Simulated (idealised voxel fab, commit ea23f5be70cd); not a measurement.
Module name: voxel self aligned contacts (process module)
It is cross-section cut that appears here, measuring 235 nm in width, its square cells being 5 nm in size.
This document writes a cross-section as a grid whose cells are square, and gives it as bands, listed from the top down; one or more rows of cells form a band.
First you get the band's top height and its bottom height, in nm, and then the materials it's made of, left to right, with each width in nm. If you see a single material with "everywhere", that one covers the band edge to edge. "empty" is empty space.
Heights are measured from 0, the level below which the as-received wafer is all one material; the lowest band has no bottom and continues downward, written as in "top 0, no bottom".
Top row gets the first number, bottom row gets the second, and each row in between changes by the same step: that is how a band width like "30->40" works.
It should be understood that the words "no modifications", when stated for a given step, signify that the cross-section underwent no change in any of its cells during that step.
"Closed internal voids" - sealed voids, min. 8 cells, no opening to top; format: width x height at distance (distance from left edge; nm throughout).
Step line, after settings: the simulator's comment on this step.
You can add "overlay nm" to a step's line. For a step with a mask, it describes how far the mask lay to the right of its planned position, and a negative number describes a lay to the left.
# Listed below are the process steps as planned
1: RECEIVE (material Si)
2: CONFORMAL_DEP (material SiO2; thk nm 5)
3: DIRECTIONAL_DEP (material polySi; thk nm 30)
4: DIRECTIONAL_DEP (material SiN; thk nm 15)
5: PATTERN (tone cover; mask id GATE; material resist; width nm 25; pitch nm 50; thk nm 20; overlay nm 0)
6: DIRECTIONAL_ETCH (etch materials SiN; depth nm 15)
7: DIRECTIONAL_ETCH (etch materials polySi; depth nm 30)
8: STRIP (etch materials resist)
9: CONFORMAL_DEP (material SiN; thk nm 5)
10: DIRECTIONAL_ETCH (etch materials SiN; depth nm 5)
11: FILL_DEP (material SiO2; thk nm 15)
12: CMP (height nm 60)
13: PATTERN (tone open; mask id CONTACT; material resist; width nm 35; pitch nm 50; thk nm 15; overlay nm 0)
14: DIRECTIONAL_ETCH (etch materials SiO2; depth nm 60)
15: STRIP (etch materials resist)
16: CONFORMAL_DEP (material TiN; thk nm 5)
17: FILL_DEP (material Ru; thk nm 10)
18: CMP (height nm 60)
19: CONFORMAL_DEP (material SiCN; thk nm 5)
# The first wafer of two, processed as planned
# as received, after step 1
* top 0, no bottom | Si everywhere
* Closed internal voids: none
# So this is the wafer cross-section right after step 2
* top 5, bottom 0 | SiO2 everywhere
* All layers under 0 are left as they were.
# So this is the wafer cross-section right after step 3
* top 35, bottom 5 | polySi everywhere
* All layers under 5 are left as they were.
# So this is the wafer cross-section right after step 4
* top 50, bottom 35 | SiN everywhere
* All layers under 35 are left as they were.
# So this is the wafer cross-section right after step 5
* top 70, bottom 50 | empty: 55, then resist: 25, then empty: 25, then resist: 25, then empty: 25, then resist: 25, then empty: 55
* All layers under 50 are left as they were.
# So this is the wafer cross-section right after step 6
* top 70, bottom 50 | empty: 55, then resist: 25, then empty: 25, then resist: 25, then empty: 25, then resist: 25, then empty: 55
* top 50, bottom 35 | empty: 55, then SiN: 25, then empty: 25, then SiN: 25, then empty: 25, then SiN: 25, then empty: 55
* All layers under 35 are left as they were.
# So this is the wafer cross-section right after step 7
* top 70, bottom 50 | empty: 55, then resist: 25, then empty: 25, then resist: 25, then empty: 25, then resist: 25, then empty: 55
* top 50, bottom 35 | empty: 55, then SiN: 25, then empty: 25, then SiN: 25, then empty: 25, then SiN: 25, then empty: 55
* top 35, bottom 5 | empty: 55, then polySi: 25, then empty: 25, then polySi: 25, then empty: 25, then polySi: 25, then empty: 55
* All layers under 5 are left as they were.
# So this is the wafer cross-section right after step 8
* top 50, bottom 35 | empty: 55, then SiN: 25, then empty: 25, then SiN: 25, then empty: 25, then SiN: 25, then empty: 55
* All layers under 35 are left as they were.
# So this is the wafer cross-section right after step 9
* top 55, bottom 35 | empty: 50, then SiN: 35, then empty: 15, then SiN: 35, then empty: 15, then SiN: 35, then empty: 50
* top 35, bottom 10 | empty: 50, then SiN: 5, then polySi: 25, then SiN: 5, then empty: 15, then SiN: 5, then polySi: 25, then SiN: 5, then empty: 15, then SiN: 5, then polySi: 25, then SiN: 5, then empty: 50
* top 10, bottom 5 | SiN: 55, then polySi: 25, then SiN: 25, then polySi: 25, then SiN: 25, then polySi: 25, then SiN: 55
* All layers under 5 are left as they were.
# So this is the wafer cross-section right after step 10
* top 50, bottom 35 | empty: 50, then SiN: 35, then empty: 15, then SiN: 35, then empty: 15, then SiN: 35, then empty: 50
* top 35, bottom 5 | empty: 50, then SiN: 5, then polySi: 25, then SiN: 5, then empty: 15, then SiN: 5, then polySi: 25, then SiN: 5, then empty: 15, then SiN: 5, then polySi: 25, then SiN: 5, then empty: 50
* All layers under 5 are left as they were.
# So this is the wafer cross-section right after step 11
* top 65, bottom 50 | SiO2 everywhere
* top 50, bottom 35 | SiO2: 50, then SiN: 35, then SiO2: 15, then SiN: 35, then SiO2: 15, then SiN: 35, then SiO2: 50
* top 35, bottom 5 | SiO2: 50, then SiN: 5, then polySi: 25, then SiN: 5, then SiO2: 15, then SiN: 5, then polySi: 25, then SiN: 5, then SiO2: 15, then SiN: 5, then polySi: 25, then SiN: 5, then SiO2: 50
* All layers under 5 are left as they were.
# So this is the wafer cross-section right after step 12
* top 60, bottom 50 | SiO2 everywhere
* All layers under 50 are left as they were.
# So this is the wafer cross-section right after step 13
* top 75, bottom 60 | resist: 75, then empty: 35, then resist: 15, then empty: 35, then resist: 75
* All layers under 60 are left as they were.
# So this is the wafer cross-section right after step 14
* top 75, bottom 60 | resist: 75, then empty: 35, then resist: 15, then empty: 35, then resist: 75
* top 60, bottom 50 | SiO2: 75, then empty: 35, then SiO2: 15, then empty: 35, then SiO2: 75
* top 50, bottom 35 | SiO2: 50, then SiN: 35, then empty: 15, then SiN: 35, then empty: 15, then SiN: 35, then SiO2: 50
* top 35, bottom 5 | SiO2: 50, then SiN: 5, then polySi: 25, then SiN: 5, then empty: 15, then SiN: 5, then polySi: 25, then SiN: 5, then empty: 15, then SiN: 5, then polySi: 25, then SiN: 5, then SiO2: 50
* top 5, bottom 0 | SiO2: 85, then empty: 15, then SiO2: 35, then empty: 15, then SiO2: 85
* All layers under 0 are left as they were.
# So this is the wafer cross-section right after step 15
* top 60, bottom 50 | SiO2: 75, then empty: 35, then SiO2: 15, then empty: 35, then SiO2: 75
* All layers under 50 are left as they were.
# So this is the wafer cross-section right after step 16
* top 65, bottom 60 | TiN: 80, then empty: 25, then TiN: 25, then empty: 25, then TiN: 80
* top 60, bottom 50 | SiO2: 75, then TiN: 5->15, then empty: 25->5, then TiN: 5->15, then SiO2: 15, then TiN: 5->15, then empty: 25->5, then TiN: 5->15, then SiO2: 75
* top 50, bottom 35 | SiO2: 50, then SiN: 35, then TiN: 5, then empty: 5, then TiN: 5, then SiN: 35, then TiN: 5, then empty: 5, then TiN: 5, then SiN: 35, then SiO2: 50
* top 35, bottom 5 | SiO2: 50, then SiN: 5, then polySi: 25, then SiN: 5, then TiN: 5, then empty: 5, then TiN: 5, then SiN: 5, then polySi: 25, then SiN: 5, then TiN: 5, then empty: 5, then TiN: 5, then SiN: 5, then polySi: 25, then SiN: 5, then SiO2: 50
* top 5, bottom 0 | SiO2: 85, then TiN: 15, then SiO2: 35, then TiN: 15, then SiO2: 85
* All layers under 0 are left as they were.
# So this is the wafer cross-section right after step 17
* top 75, bottom 65 | Ru everywhere
* top 65, bottom 60 | TiN: 80, then Ru: 25, then TiN: 25, then Ru: 25, then TiN: 80
* top 60, bottom 50 | SiO2: 75, then TiN: 5->15, then Ru: 25->5, then TiN: 5->15, then SiO2: 15, then TiN: 5->15, then Ru: 25->5, then TiN: 5->15, then SiO2: 75
* top 50, bottom 35 | SiO2: 50, then SiN: 35, then TiN: 5, then Ru: 5, then TiN: 5, then SiN: 35, then TiN: 5, then Ru: 5, then TiN: 5, then SiN: 35, then SiO2: 50
* top 35, bottom 5 | SiO2: 50, then SiN: 5, then polySi: 25, then SiN: 5, then TiN: 5, then Ru: 5, then TiN: 5, then SiN: 5, then polySi: 25, then SiN: 5, then TiN: 5, then Ru: 5, then TiN: 5, then SiN: 5, then polySi: 25, then SiN: 5, then SiO2: 50
* All layers under 5 are left as they were.
# So this is the wafer cross-section right after step 18
* top 60, bottom 50 | SiO2: 75, then TiN: 5->15, then Ru: 25->5, then TiN: 5->15, then SiO2: 15, then TiN: 5->15, then Ru: 25->5, then TiN: 5->15, then SiO2: 75
* All layers under 50 are left as they were.
# So this is the wafer cross-section right after step 19
* top 65, bottom 60 | SiCN everywhere
* All layers under 60 are left as they were.
# Regarding the second of the two wafers: it shared the first wafer's starting condition and process plan, yet one error occurred during its execution. Its history coincides with that of the first wafer up to and including step 12
# The second wafer in cross-section, at the planned close of step 13
* top 75, bottom 60 | resist: 80, then empty: 35, then resist: 15, then empty: 35, then resist: 70
* All layers under 60 are left as they were.
# The second wafer in cross-section, at the planned close of step 14
* top 75, bottom 60 | resist: 80, then empty: 35, then resist: 15, then empty: 35, then resist: 70
* top 60, bottom 50 | SiO2: 80, then empty: 35, then SiO2: 15, then empty: 35, then SiO2: 70
* top 50, bottom 35 | SiO2: 50, then SiN: 35, then empty: 15, then SiN: 35, then empty: 15, then SiN: 35, then SiO2: 50
* top 35, bottom 5 | SiO2: 50, then SiN: 5, then polySi: 25, then SiN: 5, then empty: 15, then SiN: 5, then polySi: 25, then SiN: 5, then empty: 15, then SiN: 5, then polySi: 25, then SiN: 5, then SiO2: 50
* top 5, bottom 0 | SiO2: 85, then empty: 15, then SiO2: 35, then empty: 15, then SiO2: 85
* All layers under 0 are left as they were.
# The second wafer in cross-section, at the planned close of step 15
* top 60, bottom 50 | SiO2: 80, then empty: 35, then SiO2: 15, then empty: 35, then SiO2: 70
* All layers under 50 are left as they were.
# The second wafer in cross-section, at the planned close of step 16
* top 65, bottom 60 | TiN: 85, then empty: 25, then TiN: 25, then empty: 25, then TiN: 75
* top 60, bottom 50 | SiO2: 80, then TiN: 5->10, then empty: 25->5, then TiN: 5->20, then SiO2: 15, then TiN: 5->10, then empty: 25->5, then TiN: 5->20, then SiO2: 70
* top 50, bottom 35 | SiO2: 50, then SiN: 35, then TiN: 5, then empty: 5, then TiN: 5, then SiN: 35, then TiN: 5, then empty: 5, then TiN: 5, then SiN: 35, then SiO2: 50
* top 35, bottom 5 | SiO2: 50, then SiN: 5, then polySi: 25, then SiN: 5, then TiN: 5, then empty: 5, then TiN: 5, then SiN: 5, then polySi: 25, then SiN: 5, then TiN: 5, then empty: 5, then TiN: 5, then SiN: 5, then polySi: 25, then SiN: 5, then SiO2: 50
* top 5, bottom 0 | SiO2: 85, then TiN: 15, then SiO2: 35, then TiN: 15, then SiO2: 85
* All layers under 0 are left as they were.
# The second wafer in cross-section, at the planned close of step 17
* top 75, bottom 65 | Ru everywhere
* top 65, bottom 60 | TiN: 85, then Ru: 25, then TiN: 25, then Ru: 25, then TiN: 75
* top 60, bottom 50 | SiO2: 80, then TiN: 5->10, then Ru: 25->5, then TiN: 5->20, then SiO2: 15, then TiN: 5->10, then Ru: 25->5, then TiN: 5->20, then SiO2: 70
* top 50, bottom 35 | SiO2: 50, then SiN: 35, then TiN: 5, then Ru: 5, then TiN: 5, then SiN: 35, then TiN: 5, then Ru: 5, then TiN: 5, then SiN: 35, then SiO2: 50
* top 35, bottom 5 | SiO2: 50, then SiN: 5, then polySi: 25, then SiN: 5, then TiN: 5, then Ru: 5, then TiN: 5, then SiN: 5, then polySi: 25, then SiN: 5, then TiN: 5, then Ru: 5, then TiN: 5, then SiN: 5, then polySi: 25, then SiN: 5, then SiO2: 50
* All layers under 5 are left as they were.
# The second wafer in cross-section, at the planned close of step 18
* top 60, bottom 50 | SiO2: 80, then TiN: 5->10, then Ru: 25->5, then TiN: 5->20, then SiO2: 15, then TiN: 5->10, then Ru: 25->5, then TiN: 5->20, then SiO2: 70
* All layers under 50 are left as they were.
# The second wafer in cross-section, at the planned close of step 19
* top 65, bottom 60 | SiCN everywhere
* All layers under 60 are left as they were.
Deviation from plan: step 13 ran as: PATTERN (tone open; mask id CONTACT; material resist; width nm 35; pitch nm 50; thk nm 15; overlay nm 5)
Heads up: at the end the two wafers have identical cell counts per material, they're just laid out differently.
